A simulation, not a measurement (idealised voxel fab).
Herein follows the process module entitled voxel wiring stack.
Cross-section cut: width 250 nm, square cells of 5 nm.
Think of the cross-section as a grid of square cells. We describe it in bands, top to bottom, and each band covers one or more rows of those cells. It is stipulated that each band's entry specify, in nanometres, the height of the top of the band and then that of its bottom, followed by the materials of the band in left-to-right sequence, each together with its width in nanometres. A single material marked by the word "throughout" is understood to fill the band from edge to edge; the word "blank" is understood to denote empty space. Where do heights start? At 0: under that level the wafer as delivered is made of one material only. And the lowest band has no floor; it just carries on downward, as in "0 nm and below". The two numbers in a width such as "30..40" mark its ends across the band: the first belongs to the top row of cells, the second to the bottom row, and from each row to the next the width moves by the same amount. Where the words "no alteration" appear for a step, the cross-section shows no cell changed by that step; every cell remained as before. "Enclosed void inventory" contains a list of empty spaces, each no smaller than 8 cells and without an open way to the top, written in the form width x height at distance with the distance from the left edge and all three in nm. Read whatever lies past the settings on a step's line as the simulator's own remark about the step. Among the settings permitted on a step's line is "overlay nm"; applied to a step with a mask, it specifies the extent to which the mask lay to the right of its planned position, whereas a negative figure signifies a position to the left.
## These are the steps we planned for the process
1: RECEIVE,material Si
2: CONFORMAL_DEP,material SiO2,thk nm 10
3: DIRECTIONAL_DEP,material TiN,thk nm 5
4: DIRECTIONAL_DEP,material W,thk nm 25
5: PATTERN,tone cover,mask id METAL_1,material resist,width nm 30,pitch nm 55,thk nm 20,overlay nm 0
6: DIRECTIONAL_ETCH,etch materials W,depth nm 25
7: DIRECTIONAL_ETCH,etch materials TiN,depth nm 5
8: STRIP,etch materials resist
9: CONFORMAL_DEP,material SiN,thk nm 5
10: FILL_DEP,material SiO2,thk nm 10
11: CMP,height nm 40
12: CONFORMAL_DEP,material SiCN,thk nm 5
13: DIRECTIONAL_DEP,material SiO2,thk nm 30
14: PATTERN,tone open,mask id METAL_2_HOLES,material resist,width nm 15,pitch nm 55,thk nm 20,overlay nm 0
15: DIRECTIONAL_ETCH,etch materials SiO2,depth nm 30
16: STRIP,etch materials resist
17: PATTERN,tone open,mask id METAL_2,material resist,width nm 30,pitch nm 55,thk nm 20,overlay nm 0
18: DIRECTIONAL_ETCH,etch materials SiO2,depth nm 20
19: DIRECTIONAL_ETCH,etch materials SiCN,depth nm 5
20: STRIP,etch materials resist
21: CONFORMAL_DEP,material TiN,thk nm 5
22: FILL_DEP,material Ru,thk nm 5
23: CMP,height nm 75
24: CONFORMAL_DEP,material SiCN,thk nm 5
25: DIRECTIONAL_DEP,material SiO2,thk nm 35
26: MASKED_ETCH,tone open,mask id METAL_3_HOLES,width nm 15,pitch nm 55,etch materials SiO2,depth nm 35,overlay nm 0
27: MASKED_ETCH,tone open,mask id METAL_3,width nm 30,pitch nm 55,etch materials SiO2,depth nm 20,overlay nm 0
28: MASKED_ETCH,tone open,mask id METAL_3,width nm 20,pitch nm 55,etch materials SiCN,depth nm 5,overlay nm 0
29: CONFORMAL_DEP,material TiN,thk nm 5
30: FILL_DEP,material Cu,thk nm 10
31: CMP,height nm 115
32: CONFORMAL_DEP,material SiCN,thk nm 5
What sets these wafers apart? The width nm at step 28. They all start alike, and the plan carries the first wafer's value.
## Sectional view: first of several wafers, as received, after step 1
	0 nm and below: Si throughout
	Enclosed void inventory: none
## End of the module, past its last step, step 32: how the first of several wafers looks in cross-section
	120 nm to 115 nm: SiCN throughout
	115 nm to 100 nm: SiO2 (80), TiN (5), Cu (20), TiN (5), SiO2 (25), TiN (5), Cu (20), TiN (5), SiO2 (85)
	100 nm to 95 nm: SiO2 (80), TiN (5), Cu (5), TiN (20), SiO2 (25), TiN (5), Cu (5), TiN (20), SiO2 (85)
	95 nm to 85 nm: SiO2 (80), TiN (5), Cu (5), TiN (5), SiO2 (40), TiN (5), Cu (5), TiN (5), SiO2 (100)
	85 nm to 80 nm: SiO2 (80), TiN (15), SiO2 (40), TiN (15), SiO2 (100)
	80 nm to 75 nm: SiCN (85), TiN (10), SiCN (45), TiN (10), SiCN (100)
	75 nm to 60 nm: SiO2 (80), TiN (5), Ru (20), TiN (5), SiO2 (25), TiN (5), Ru (20), TiN (5), SiO2 (85)
	60 nm to 55 nm: SiO2 (80), TiN (5), Ru (5), TiN (20), SiO2 (25), TiN (5), Ru (5), TiN (20), SiO2 (85)
	55 nm to 45 nm: SiO2 (80), TiN (5), Ru (5), TiN (5), SiO2 (40), TiN (5), Ru (5), TiN (5), SiO2 (100)
	45 nm to 40 nm: SiCN (80), TiN (15), SiCN (40), TiN (15), SiCN (100)
	40 nm to 15 nm: SiO2 (75), SiN (5), W (30), SiN (5), SiO2 (15), SiN (5), W (30), SiN (5), SiO2 (80)
	15 nm to 10 nm: SiN (80), TiN (30), SiN (25), TiN (30), SiN (85)
	10 nm to 0 nm: SiO2 throughout
	0 nm and below: Si throughout
	Enclosed void inventory: none
## Cross-section, module end, final of several wafers
	120 nm to 115 nm: SiCN throughout
	115 nm to 100 nm: SiO2 (80), TiN (5), Cu (20), TiN (5), SiO2 (25), TiN (5), Cu (20), TiN (5), SiO2 (85)
	100 nm to 95 nm: SiO2 (80), TiN (5), Cu (5), TiN (20), SiO2 (25), TiN (5), Cu (5), TiN (20), SiO2 (85)
	95 nm to 80 nm: SiO2 (80), TiN (5), Cu (5), TiN (5), SiO2 (40), TiN (5), Cu (5), TiN (5), SiO2 (100)
	80 nm to 75 nm: SiCN (80), TiN (15), SiCN (40), TiN (15), SiCN (100)
	75 nm to 60 nm: SiO2 (80), TiN (5), Ru (20), TiN (5), SiO2 (25), TiN (5), Ru (20), TiN (5), SiO2 (85)
	60 nm to 55 nm: SiO2 (80), TiN (5), Ru (5), TiN (20), SiO2 (25), TiN (5), Ru (5), TiN (20), SiO2 (85)
	55 nm to 45 nm: SiO2 (80), TiN (5), Ru (5), TiN (5), SiO2 (40), TiN (5), Ru (5), TiN (5), SiO2 (100)
	45 nm to 40 nm: SiCN (80), TiN (15), SiCN (40), TiN (15), SiCN (100)
	40 nm to 15 nm: SiO2 (75), SiN (5), W (30), SiN (5), SiO2 (15), SiN (5), W (30), SiN (5), SiO2 (80)
	15 nm to 10 nm: SiN (80), TiN (30), SiN (25), TiN (30), SiN (85)
	10 nm to 0 nm: SiO2 throughout
	0 nm and below: Si throughout
	Enclosed void inventory: none
## Wafer rows, end of module: cells per material gained (+) or lost (-) since receipt; closed voids last
width nm 20, +30 Cu, +30 Ru, +140 SiCN, +58 SiN, +794 SiO2, +88 TiN, +60 W, Enclosed void inventory: none
width nm 25, +30 Cu, +30 Ru, +140 SiCN, +58 SiN, +794 SiO2, +88 TiN, +60 W, Enclosed void inventory: none
width nm 30, +32 Cu, +30 Ru, +138 SiCN, +58 SiN, +794 SiO2, +88 TiN, +60 W, Enclosed void inventory: none
width nm 35, +32 Cu, +30 Ru, +138 SiCN, +58 SiN, +794 SiO2, +88 TiN, +60 W, Enclosed void inventory: none
width nm 40, +32 Cu, +30 Ru, +138 SiCN, +58 SiN, +794 SiO2, +88 TiN, +60 W, Enclosed void inventory: none
